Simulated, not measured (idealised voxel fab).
The process module that follows is named voxel self aligned contacts.
cross-section cut | 260 nm wide | cells 5 nm
Reading order for cross-sections: top band down to bottom band. Underlying form: a grid of square cells. Band size: one or more rows of cells.
Per band: top height and bottom height in nm, followed by the left-to-right materials and their widths in nm; "full width" marks a single material spanning edge to edge, "air" marks empty space.
Heights are reckoned from 0. Under this level, the received wafer is all of one material. The bottommost band is open-ended downward, for example "0..down".
Top row gets the first number, bottom row gets the second, and each row in between changes by the same step: that is how a band width like "30->40" works.
Step marked "remained unchanged"? Then no cell in the cross-section changed in it.
If an empty space has no open way to the top and is at least 8 cells in size, "Enclosed cavity list" lists it, written width x height at distance, where distance is measured from the left edge and every value is in nm.
The remark found on a step's line after its settings is issued by the simulator itself and pertains to that step.
Regarding "overlay nm": on a step with a mask, it is the distance the mask lay to the right of its planned place; a negative value places it to the left.

Planned process steps
1,RECEIVE (material Si)
2,OXIDIZE (depth nm 5)
3,DIRECTIONAL_DEP (material polySi; thk nm 30)
4,DIRECTIONAL_DEP (material SiN; thk nm 25)
5,PATTERN (tone cover; mask id GATE; material resist; width nm 25; pitch nm 70; thk nm 15; overlay nm 0)
6,DIRECTIONAL_ETCH (etch materials SiN; depth nm 25)
7,DIRECTIONAL_ETCH (etch materials polySi; depth nm 30)
8,STRIP (etch materials resist)
9,CONFORMAL_DEP (material SiN; thk nm 10)
10,DIRECTIONAL_ETCH (etch materials SiN; depth nm 10)
11,FILL_DEP (material SiO2; thk nm 15)
12,CMP (height nm 65)
13,MASKED_ETCH (tone open; mask id CONTACT; width nm 55; pitch nm 70; etch materials SiO2; depth nm 70; overlay nm 0)
14,CONFORMAL_DEP (material TiN; thk nm 5)
15,FILL_DEP (material W; thk nm 10)
16,CMP (height nm 65)
17,CONFORMAL_DEP (material SiN; thk nm 5)

First wafer, two in total, run as planned

Cross-section, incoming material, after step 1
> 0..down = Si full width
> Enclosed cavity list: none

The following cross-section depicts the wafer upon completion of step 2
> 0..-5 = SiO2 full width
> Below -5, the layers are the same as they were.

The following cross-section depicts the wafer upon completion of step 3
> 30..0 = polySi full width
> Below 0, the layers are the same as they were.

The following cross-section depicts the wafer upon completion of step 4
> 55..30 = SiN full width
> Below 30, the layers are the same as they were.

The following cross-section depicts the wafer upon completion of step 5
> 70..55 = 45 nm air, 25 nm resist, 45 nm air, 25 nm resist, 45 nm air, 25 nm resist, 50 nm air
> Below 55, the layers are the same as they were.

The following cross-section depicts the wafer upon completion of step 6
> 70..55 = 45 nm air, 25 nm resist, 45 nm air, 25 nm resist, 45 nm air, 25 nm resist, 50 nm air
> 55..30 = 45 nm air, 25 nm SiN, 45 nm air, 25 nm SiN, 45 nm air, 25 nm SiN, 50 nm air
> Below 30, the layers are the same as they were.

The following cross-section depicts the wafer upon completion of step 7
> 70..55 = 45 nm air, 25 nm resist, 45 nm air, 25 nm resist, 45 nm air, 25 nm resist, 50 nm air
> 55..30 = 45 nm air, 25 nm SiN, 45 nm air, 25 nm SiN, 45 nm air, 25 nm SiN, 50 nm air
> 30..0 = 45 nm air, 25 nm polySi, 45 nm air, 25 nm polySi, 45 nm air, 25 nm polySi, 50 nm air
> Below 0, the layers are the same as they were.

The following cross-section depicts the wafer upon completion of step 8
> 55..30 = 45 nm air, 25 nm SiN, 45 nm air, 25 nm SiN, 45 nm air, 25 nm SiN, 50 nm air
> Below 30, the layers are the same as they were.

The following cross-section depicts the wafer upon completion of step 9
> 65..30 = 35 nm air, 45 nm SiN, 25 nm air, 45 nm SiN, 25 nm air, 45 nm SiN, 40 nm air
> 30..10 = 35 nm air, 10 nm SiN, 25 nm polySi, 10 nm SiN, 25 nm air, 10 nm SiN, 25 nm polySi, 10 nm SiN, 25 nm air, 10 nm SiN, 25 nm polySi, 10 nm SiN, 40 nm air
> 10..0 = 45 nm SiN, 25 nm polySi, 45 nm SiN, 25 nm polySi, 45 nm SiN, 25 nm polySi, 50 nm SiN
> Below 0, the layers are the same as they were.

The following cross-section depicts the wafer upon completion of step 10
> 55..30 = 35 nm air, 45 nm SiN, 25 nm air, 45 nm SiN, 25 nm air, 45 nm SiN, 40 nm air
> 30..0 = 35 nm air, 10 nm SiN, 25 nm polySi, 10 nm SiN, 25 nm air, 10 nm SiN, 25 nm polySi, 10 nm SiN, 25 nm air, 10 nm SiN, 25 nm polySi, 10 nm SiN, 40 nm air
> Below 0, the layers are the same as they were.

The following cross-section depicts the wafer upon completion of step 11
> 70..55 = SiO2 full width
> 55..30 = 35 nm SiO2, 45 nm SiN, 25 nm SiO2, 45 nm SiN, 25 nm SiO2, 45 nm SiN, 40 nm SiO2
> 30..0 = 35 nm SiO2, 10 nm SiN, 25 nm polySi, 10 nm SiN, 25 nm SiO2, 10 nm SiN, 25 nm polySi, 10 nm SiN, 25 nm SiO2, 10 nm SiN, 25 nm polySi, 10 nm SiN, 40 nm SiO2
> Below 0, the layers are the same as they were.

The following cross-section depicts the wafer upon completion of step 12
> 65..55 = SiO2 full width
> Below 55, the layers are the same as they were.

The following cross-section depicts the wafer upon completion of step 13
> 65..55 = 65 nm SiO2, 55 nm air, 15 nm SiO2, 55 nm air, 70 nm SiO2
> 55..30 = 35 nm SiO2, 45 nm SiN, 25 nm air, 45 nm SiN, 25 nm air, 45 nm SiN, 40 nm SiO2
> 30..0 = 35 nm SiO2, 10 nm SiN, 25 nm polySi, 10 nm SiN, 25 nm air, 10 nm SiN, 25 nm polySi, 10 nm SiN, 25 nm air, 10 nm SiN, 25 nm polySi, 10 nm SiN, 40 nm SiO2
> 0..-5 = 80 nm SiO2, 25 nm air, 45 nm SiO2, 25 nm air, 85 nm SiO2
> Below -5, the layers are the same as they were.

The following cross-section depicts the wafer upon completion of step 14
> 70..65 = 70 nm TiN, 45 nm air, 25 nm TiN, 45 nm air, 75 nm TiN
> 65..55 = 65 nm SiO2, 5->20 nm TiN, 45->15 nm air, 5->20 nm TiN, 15 nm SiO2, 5->20 nm TiN, 45->15 nm air, 5->20 nm TiN, 70 nm SiO2
> 55..30 = 35 nm SiO2, 45 nm SiN, 5 nm TiN, 15 nm air, 5 nm TiN, 45 nm SiN, 5 nm TiN, 15 nm air, 5 nm TiN, 45 nm SiN, 40 nm SiO2
> 30..0 = 35 nm SiO2, 10 nm SiN, 25 nm polySi, 10 nm SiN, 5 nm TiN, 15 nm air, 5 nm TiN, 10 nm SiN, 25 nm polySi, 10 nm SiN, 5 nm TiN, 15 nm air, 5 nm TiN, 10 nm SiN, 25 nm polySi, 10 nm SiN, 40 nm SiO2
> 0..-5 = 80 nm SiO2, 25 nm TiN, 45 nm SiO2, 25 nm TiN, 85 nm SiO2
> Below -5, the layers are the same as they were.

The following cross-section depicts the wafer upon completion of step 15
> 80..70 = W full width
> 70..65 = 70 nm TiN, 45 nm W, 25 nm TiN, 45 nm W, 75 nm TiN
> 65..55 = 65 nm SiO2, 5->20 nm TiN, 45->15 nm W, 5->20 nm TiN, 15 nm SiO2, 5->20 nm TiN, 45->15 nm W, 5->20 nm TiN, 70 nm SiO2
> 55..30 = 35 nm SiO2, 45 nm SiN, 5 nm TiN, 15 nm W, 5 nm TiN, 45 nm SiN, 5 nm TiN, 15 nm W, 5 nm TiN, 45 nm SiN, 40 nm SiO2
> 30..0 = 35 nm SiO2, 10 nm SiN, 25 nm polySi, 10 nm SiN, 5 nm TiN, 15 nm W, 5 nm TiN, 10 nm SiN, 25 nm polySi, 10 nm SiN, 5 nm TiN, 15 nm W, 5 nm TiN, 10 nm SiN, 25 nm polySi, 10 nm SiN, 40 nm SiO2
> Below 0, the layers are the same as they were.

The following cross-section depicts the wafer upon completion of step 16
> 65..55 = 65 nm SiO2, 5->20 nm TiN, 45->15 nm W, 5->20 nm TiN, 15 nm SiO2, 5->20 nm TiN, 45->15 nm W, 5->20 nm TiN, 70 nm SiO2
> Below 55, the layers are the same as they were.

The following cross-section depicts the wafer upon completion of step 17
> 70..65 = SiN full width
> Below 65, the layers are the same as they were.

Second wafer: same start and same plan as the first, one execution error; identical to the first through step 12

Second wafer, cut view, end of step 13 per plan
> 65..55 = 55 nm SiO2, 55 nm air, 15 nm SiO2, 55 nm air, 80 nm SiO2
> 55..30 = 35 nm SiO2, 45 nm SiN, 25 nm air, 45 nm SiN, 25 nm air, 45 nm SiN, 40 nm SiO2
> 30..0 = 35 nm SiO2, 10 nm SiN, 25 nm polySi, 10 nm SiN, 25 nm air, 10 nm SiN, 25 nm polySi, 10 nm SiN, 25 nm air, 10 nm SiN, 25 nm polySi, 10 nm SiN, 40 nm SiO2
> 0..-5 = 80 nm SiO2, 25 nm air, 45 nm SiO2, 25 nm air, 85 nm SiO2
> Below -5, the layers are the same as they were.

Second wafer, cut view, end of step 14 per plan
> 70..65 = 60 nm TiN, 45 nm air, 25 nm TiN, 45 nm air, 85 nm TiN
> 65..55 = 55 nm SiO2, 5->30 nm TiN, 45->15 nm air, 5->10 nm TiN, 15 nm SiO2, 5->30 nm TiN, 45->15 nm air, 5->10 nm TiN, 80 nm SiO2
> 55..30 = 35 nm SiO2, 45 nm SiN, 5 nm TiN, 15 nm air, 5 nm TiN, 45 nm SiN, 5 nm TiN, 15 nm air, 5 nm TiN, 45 nm SiN, 40 nm SiO2
> 30..0 = 35 nm SiO2, 10 nm SiN, 25 nm polySi, 10 nm SiN, 5 nm TiN, 15 nm air, 5 nm TiN, 10 nm SiN, 25 nm polySi, 10 nm SiN, 5 nm TiN, 15 nm air, 5 nm TiN, 10 nm SiN, 25 nm polySi, 10 nm SiN, 40 nm SiO2
> 0..-5 = 80 nm SiO2, 25 nm TiN, 45 nm SiO2, 25 nm TiN, 85 nm SiO2
> Below -5, the layers are the same as they were.

Second wafer, cut view, end of step 15 per plan
> 80..70 = W full width
> 70..65 = 60 nm TiN, 45 nm W, 25 nm TiN, 45 nm W, 85 nm TiN
> 65..55 = 55 nm SiO2, 5->30 nm TiN, 45->15 nm W, 5->10 nm TiN, 15 nm SiO2, 5->30 nm TiN, 45->15 nm W, 5->10 nm TiN, 80 nm SiO2
> 55..30 = 35 nm SiO2, 45 nm SiN, 5 nm TiN, 15 nm W, 5 nm TiN, 45 nm SiN, 5 nm TiN, 15 nm W, 5 nm TiN, 45 nm SiN, 40 nm SiO2
> 30..0 = 35 nm SiO2, 10 nm SiN, 25 nm polySi, 10 nm SiN, 5 nm TiN, 15 nm W, 5 nm TiN, 10 nm SiN, 25 nm polySi, 10 nm SiN, 5 nm TiN, 15 nm W, 5 nm TiN, 10 nm SiN, 25 nm polySi, 10 nm SiN, 40 nm SiO2
> Below 0, the layers are the same as they were.

Second wafer, cut view, end of step 16 per plan
> 65..55 = 55 nm SiO2, 5->30 nm TiN, 45->15 nm W, 5->10 nm TiN, 15 nm SiO2, 5->30 nm TiN, 45->15 nm W, 5->10 nm TiN, 80 nm SiO2
> Below 55, the layers are the same as they were.

Second wafer, cut view, end of step 17 per plan
> 70..65 = SiN full width
> Below 65, the layers are the same as they were.
What broke from the plan during processing? step 13 was processed under conditions differing from the plan, specifically as MASKED_ETCH (tone open; mask id CONTACT; width nm 55; pitch nm 70; etch materials SiO2; depth nm 70; overlay nm -10)
Upon completion, the cell count for each material on the second wafer equals that on the first, whereas the spatial distribution of those cells differs.
